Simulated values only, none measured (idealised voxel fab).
The name of this process module is voxel air gaps.
Cross-sectional view cut (width: 295 nm; square cell size: 5 nm).
Notation: cross-section as square-cell grid; stated in bands, top first, going down; one or more cell rows per band.
First you get the band's top height and its bottom height, in nm, and then the materials it's made of, left to right, with each width in nm. If you see a single material with "everywhere", that one covers the band edge to edge. "empty" is empty space.
Heights are measured from 0, the level below which the as-received wafer is all one material; the lowest band has no bottom and continues downward, written as in "0 nm and below".
The expression "30 to 40" gives the width at the extremes of the band, the first number at its top row of cells and the second at its bottom row, with the width changing by equal amounts from each row to the next in between.
Take "stayed the same" at face value: in the step it is given for, the cross-section changed in none of its cells.
"Enclosed cavities" lists enclosed empty spaces (at least 8 cells, no open path upward to the top), each as width x height at distance from the left edge, in nm.
Note: text after step settings on the step line = simulator remark on that step.
"overlay nm", when on a step's line for a step with a mask, measures how far to the right of its planned place the mask lay; a negative measure means to the left.
## The steps planned for the process are as follows
| 1 | RECEIVE [material Si] |
| 2 | CONFORMAL_DEP [material SiO2] [thk nm 10] |
| 3 | CONFORMAL_DEP [material SiCN] [thk nm 5] |
| 4 | DIRECTIONAL_DEP [material SiO2] [thk nm 30] |
| 5 | PATTERN [tone open] [mask id LINES] [material resist] [width nm 15] [pitch nm 55] [thk nm 15] [overlay nm 0] |
| 6 | DIRECTIONAL_ETCH [etch materials SiO2] [depth nm 30] |
| 7 | STRIP [etch materials resist] |
| 8 | CONFORMAL_DEP [material TiN] [thk nm 5] |
| 9 | FILL_DEP [material Ru] [thk nm 5] |
| 10 | CMP [height nm 45] |
| 11 | EPI [material Ru] [thk nm 10] |
| 12 | SELECTIVE_ETCH [etch materials SiO2] [depth nm 40] |
| 13 | CONFORMAL_DEP [material SiCN] [thk nm 5] |
Don't read the plan's width nm for step 5 as applying to every wafer: that's the first wafer's value, and the wafers differ in it, though they all start identical.
## Incoming state of the first of several wafers in cross-section: after step 1
  0 nm and below = Si everywhere
  Enclosed cavities: none
## Table: wafers, a row each; end-of-module cell change per material since receipt, gain (+), loss (-); then closed voids
width nm 15, +76 Ru, +214 SiCN, +118 SiO2, +52 TiN, Enclosed cavities: none
width nm 20, +104 Ru, +214 SiCN, +118 SiO2, +56 TiN, Enclosed cavities: none
width nm 25, +132 Ru, +214 SiCN, +118 SiO2, +60 TiN, Enclosed cavities: 20 x 20 at 80; 20 x 20 at 135; 20 x 20 at 190
width nm 30, +160 Ru, +202 SiCN, +118 SiO2, +64 TiN, Enclosed cavities: 15 x 20 at 85; 15 x 20 at 140; 15 x 20 at 195
width nm 35, +188 Ru, +142 SiCN, +190 SiO2, +68 TiN, Enclosed cavities: none
width nm 40, +210 Ru, +142 SiCN, +172 SiO2, +72 TiN, Enclosed cavities: none
